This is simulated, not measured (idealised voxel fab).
process module | voxel ribs on slabs
Each square cell in cross-section cut measures 5 nm, and the section as a whole is 165 nm wide.
Cross-section spec: square-cell grid; bands listed top down; each band is one or more rows.
It is stipulated that each band's entry specify, in nanometres, the height of the top of the band and then that of its bottom, followed by the materials of the band in left-to-right sequence, each together with its width in nanometres. A single material marked by the word "all across" is understood to fill the band from edge to edge; the word "empty" is understood to denote empty space.
Ref level 0: as-received wafer is one material below here. Bottom band extends down with no lower bound ("0 nm and below").
Read "30 to 40" as a graded width: first number on top, second number at the bottom, same change between each pair of neighbouring rows.
Reading "no alteration" for a step: not a cell of the cross-section changed in it.
If an empty space has no open way to the top and is at least 8 cells in size, "Closed empty spaces" lists it, written width x height at distance, where distance is measured from the left edge and every value is in nm.
The remark found on a step's line after its settings is issued by the simulator itself and pertains to that step.
overlay nm: how far to the right of its planned place the mask lay on this masked step (negative: to the left).

### This section lists the process steps that were planned
- 1: RECEIVE: material Si
- 2: DIRECTIONAL_DEP: material SiO2, thk nm 25
- 3: DIRECTIONAL_DEP: material SiN, thk nm 15
- 4: DIRECTIONAL_DEP: material aC, thk nm 10
- 5: PATTERN: tone cover, mask id RIB, material resist, width nm 25, thk nm 25, overlay nm 0
- 6: DIRECTIONAL_ETCH: etch materials aC, depth nm 10
- 7: STRIP: etch materials resist
- 8: DIRECTIONAL_ETCH: etch materials SiN, depth nm 10
- 9: STRIP: etch materials aC
- 10: PATTERN: tone cover, mask id SLAB, material resist, width nm 55, thk nm 15, overlay nm 0
- 11: DIRECTIONAL_ETCH: etch materials SiN, depth nm 5
- 12: STRIP: etch materials resist
- 13: FILL_DEP: material SiO2, thk nm 25
- 14: CMP: height nm 55
- 15: DIRECTIONAL_DEP: material W, thk nm 10
- 16: DIRECTIONAL_DEP: material aC, thk nm 10
- 17: PATTERN: tone cover, mask id HEATER, material resist, width nm 35, thk nm 25, overlay nm 0
- 18: DIRECTIONAL_ETCH: etch materials aC, depth nm 10
- 19: STRIP: etch materials resist
- 20: DIRECTIONAL_ETCH: etch materials W, depth nm 10
- 21: STRIP: etch materials aC
- 22: CONFORMAL_DEP: material SiO2, thk nm 5

### Of two wafers, the first: run according to plan

### Step 1 complete: cross-section of the wafer as received
	0 nm and below = Si all across
	Closed empty spaces: none

### Presented here is a cross-section of the wafer after step 2 has been performed
	25 nm to 0 nm = SiO2 all across
	No changes below 0.

### Presented here is a cross-section of the wafer after step 3 has been performed
	40 nm to 25 nm = SiN all across
	No changes below 25.

### Presented here is a cross-section of the wafer after step 4 has been performed
	50 nm to 40 nm = aC all across
	No changes below 40.

### Presented here is a cross-section of the wafer after step 5 has been performed
	75 nm to 50 nm = 70 of empty, then 25 of resist, then 70 of empty
	No changes below 50.

### Presented here is a cross-section of the wafer after step 6 has been performed
	65 nm to 50 nm = 70 of empty, then 25 of resist, then 70 of empty
	50 nm to 40 nm = 70 of empty, then 25 of aC, then 70 of empty
	No changes below 40.

### Presented here is a cross-section of the wafer after step 7 has been performed
	50 nm to 40 nm = 70 of empty, then 25 of aC, then 70 of empty
	No changes below 40.

### Presented here is a cross-section of the wafer after step 8 has been performed
	50 nm to 40 nm = 70 of empty, then 25 of aC, then 70 of empty
	40 nm to 30 nm = 70 of empty, then 25 of SiN, then 70 of empty
	No changes below 30.

### Presented here is a cross-section of the wafer after step 9 has been performed
	40 nm to 30 nm = 70 of empty, then 25 of SiN, then 70 of empty
	No changes below 30.

### Presented here is a cross-section of the wafer after step 10 has been performed
	55 nm to 40 nm = 55 of empty, then 55 of resist, then 55 of empty
	40 nm to 30 nm = 55 of empty, then 15 of resist, then 25 of SiN, then 15 of resist, then 55 of empty
	No changes below 30.

### Presented here is a cross-section of the wafer after step 11 has been performed
	55 nm to 40 nm = 55 of empty, then 55 of resist, then 55 of empty
	40 nm to 30 nm = 55 of empty, then 15 of resist, then 25 of SiN, then 15 of resist, then 55 of empty
	30 nm to 25 nm = 55 of empty, then 55 of SiN, then 55 of empty
	No changes below 25.

### Presented here is a cross-section of the wafer after step 12 has been performed
	40 nm to 30 nm = 70 of empty, then 25 of SiN, then 70 of empty
	No changes below 30.

### Presented here is a cross-section of the wafer after step 13 has been performed
	65 nm to 40 nm = SiO2 all across
	40 nm to 30 nm = 70 of SiO2, then 25 of SiN, then 70 of SiO2
	30 nm to 25 nm = 55 of SiO2, then 55 of SiN, then 55 of SiO2
	No changes below 25.

### Presented here is a cross-section of the wafer after step 14 has been performed
	55 nm to 40 nm = SiO2 all across
	No changes below 40.

### Presented here is a cross-section of the wafer after step 15 has been performed
	65 nm to 55 nm = W all across
	No changes below 55.

### Presented here is a cross-section of the wafer after step 16 has been performed
	75 nm to 65 nm = aC all across
	No changes below 65.

### Presented here is a cross-section of the wafer after step 17 has been performed
	100 nm to 75 nm = 65 of empty, then 35 of resist, then 65 of empty
	No changes below 75.

### Presented here is a cross-section of the wafer after step 18 has been performed
	90 nm to 75 nm = 65 of empty, then 35 of resist, then 65 of empty
	75 nm to 65 nm = 65 of empty, then 35 of aC, then 65 of empty
	No changes below 65.

### Presented here is a cross-section of the wafer after step 19 has been performed
	75 nm to 65 nm = 65 of empty, then 35 of aC, then 65 of empty
	No changes below 65.

### Presented here is a cross-section of the wafer after step 20 has been performed
	75 nm to 65 nm = 65 of empty, then 35 of aC, then 65 of empty
	65 nm to 55 nm = 65 of empty, then 35 of W, then 65 of empty
	No changes below 55.

### Presented here is a cross-section of the wafer after step 21 has been performed
	65 nm to 55 nm = 65 of empty, then 35 of W, then 65 of empty
	No changes below 55.

### Presented here is a cross-section of the wafer after step 22 has been performed
	70 nm to 65 nm = 60 of empty, then 45 of SiO2, then 60 of empty
	65 nm to 60 nm = 60 of empty, then 5 of SiO2, then 35 of W, then 5 of SiO2, then 60 of empty
	60 nm to 55 nm = 65 of SiO2, then 35 of W, then 65 of SiO2
	No changes below 55.

### Second of two: same start, same plan, one run error; steps up to and including 2 match the first

### Second wafer: cross-section at the scheduled end of step 3
	45 nm to 25 nm = SiN all across
	No changes below 25.

### Second wafer: cross-section at the scheduled end of step 4
	55 nm to 45 nm = aC all across
	No changes below 45.

### Second wafer: cross-section at the scheduled end of step 5
	80 nm to 55 nm = 70 of empty, then 25 of resist, then 70 of empty
	No changes below 55.

### Second wafer: cross-section at the scheduled end of step 6
	70 nm to 55 nm = 70 of empty, then 25 of resist, then 70 of empty
	55 nm to 45 nm = 70 of empty, then 25 of aC, then 70 of empty
	No changes below 45.

### Second wafer: cross-section at the scheduled end of step 7
	55 nm to 45 nm = 70 of empty, then 25 of aC, then 70 of empty
	No changes below 45.

### Second wafer: cross-section at the scheduled end of step 8
	55 nm to 45 nm = 70 of empty, then 25 of aC, then 70 of empty
	45 nm to 35 nm = 70 of empty, then 25 of SiN, then 70 of empty
	No changes below 35.

### Second wafer: cross-section at the scheduled end of step 9
	45 nm to 35 nm = 70 of empty, then 25 of SiN, then 70 of empty
	No changes below 35.

### Second wafer: cross-section at the scheduled end of step 10
	60 nm to 45 nm = 55 of empty, then 55 of resist, then 55 of empty
	45 nm to 35 nm = 55 of empty, then 15 of resist, then 25 of SiN, then 15 of resist, then 55 of empty
	No changes below 35.

### Second wafer: cross-section at the scheduled end of step 11
	60 nm to 45 nm = 55 of empty, then 55 of resist, then 55 of empty
	45 nm to 35 nm = 55 of empty, then 15 of resist, then 25 of SiN, then 15 of resist, then 55 of empty
	35 nm to 30 nm = 55 of empty, then 55 of SiN, then 55 of empty
	No changes below 30.

### Second wafer: cross-section at the scheduled end of step 12
	45 nm to 35 nm = 70 of empty, then 25 of SiN, then 70 of empty
	No changes below 35.

### Second wafer: cross-section at the scheduled end of step 13
	70 nm to 45 nm = SiO2 all across
	45 nm to 35 nm = 70 of SiO2, then 25 of SiN, then 70 of SiO2
	35 nm to 30 nm = 55 of SiO2, then 55 of SiN, then 55 of SiO2
	No changes below 30.

### Second wafer: cross-section at the scheduled end of step 14
	55 nm to 45 nm = SiO2 all across
	No changes below 45.

### Second wafer: cross-section at the scheduled end of step 15
	65 nm to 55 nm = W all across
	No changes below 55.

### Second wafer: cross-section at the scheduled end of step 16
	75 nm to 65 nm = aC all across
	No changes below 65.

### Second wafer: cross-section at the scheduled end of step 17
	100 nm to 75 nm = 65 of empty, then 35 of resist, then 65 of empty
	No changes below 75.

### Second wafer: cross-section at the scheduled end of step 18
	90 nm to 75 nm = 65 of empty, then 35 of resist, then 65 of empty
	75 nm to 65 nm = 65 of empty, then 35 of aC, then 65 of empty
	No changes below 65.

### Second wafer: cross-section at the scheduled end of step 19
	75 nm to 65 nm = 65 of empty, then 35 of aC, then 65 of empty
	No changes below 65.

### Second wafer: cross-section at the scheduled end of step 20
	75 nm to 65 nm = 65 of empty, then 35 of aC, then 65 of empty
	65 nm to 55 nm = 65 of empty, then 35 of W, then 65 of empty
	No changes below 55.

### Second wafer: cross-section at the scheduled end of step 21
	65 nm to 55 nm = 65 of empty, then 35 of W, then 65 of empty
	No changes below 55.

### Second wafer: cross-section at the scheduled end of step 22
	70 nm to 65 nm = 60 of empty, then 45 of SiO2, then 60 of empty
	65 nm to 60 nm = 60 of empty, then 5 of SiO2, then 35 of W, then 5 of SiO2, then 60 of empty
	60 nm to 55 nm = 65 of SiO2, then 35 of W, then 65 of SiO2
	No changes below 55.
Processing error: note that step 3 departed from the planned setting and was carried out as DIRECTIONAL_DEP: material SiN, thk nm 20
Final difference in cells, second wafer against first, listed per material as more or fewer: +33 SiN, -33 SiO2
